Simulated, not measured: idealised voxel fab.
The process module that follows is named voxel tone inversion.
In the cross-section labelled cut, the width is 175 nm and each square cell is 5 nm.
Just so we're on the same page, the cross-sections are grids of square cells, and they're listed out in bands top to bottom, each band one or more rows deep.
Basically the band line says how high the top is and how high the bottom is, in nm, and then what's in it from left to right, every material with its width in nm. Empty space shows up as "empty", and if a single material carries "edge to edge" it runs the full band edge to edge.
Height datum 0, below which the as-received substrate wafer is one material. Lowest band open at the bottom, running downward: "0 nm and below".
Width "30 to 40": first value at the band's top row of cells, second value at its bottom row, equal change from row to row.
It should be understood that the words "remains unaltered", when stated for a given step, signify that the cross-section underwent no change in any of its cells during that step.
What "Enclosed cavities" gives you is every empty space of 8 cells or more that is cut off from the top. Each appears as width x height at distance, with the distance taken from the left edge and width, height and distance all in nm.
What comes after the settings on a step's line is commentary from the simulator itself on that step.
On any step carrying a mask, the "overlay nm" setting, if present on the step's line, tells how far right of its planned place the mask lay; negative values point to the left.

# So here's the lineup of process steps we planned
- 1: RECEIVE, material Si
- 2: CONFORMAL_DEP, material SiCN, thk nm 5
- 3: DIRECTIONAL_DEP, material aC, thk nm 25
- 4: PATTERN, tone cover, mask id POSTS, material resist, width nm 25, pitch nm 55, thk nm 35, overlay nm 0
- 5: DIRECTIONAL_ETCH, etch materials aC, depth nm 25
- 6: STRIP, etch materials resist
- 7: FILL_DEP, material SiO2, thk nm 5
- 8: CMP, height nm 30
- 9: STRIP, etch materials aC

# Incoming wafer in cross-section (state: after step 1)
    0 nm and below  Si edge to edge
    Enclosed cavities: none

# This is how the wafer looks in cross-section once the module is done, given the starting state and plan above and one mistake in carrying the plan out
    30 nm to 5 nm  SiO2 20 nm  empty 30 nm  SiO2 25 nm  empty 30 nm  SiO2 25 nm  empty 30 nm  SiO2 15 nm
    5 nm to 0 nm  SiCN edge to edge
    0 nm and below  Si edge to edge
    Enclosed cavities: none
The plan and the run diverged here: rather than as planned, step 4 actually ran as PATTERN, tone cover, mask id POSTS, material resist, width nm 30, pitch nm 55, thk nm 35, overlay nm 0
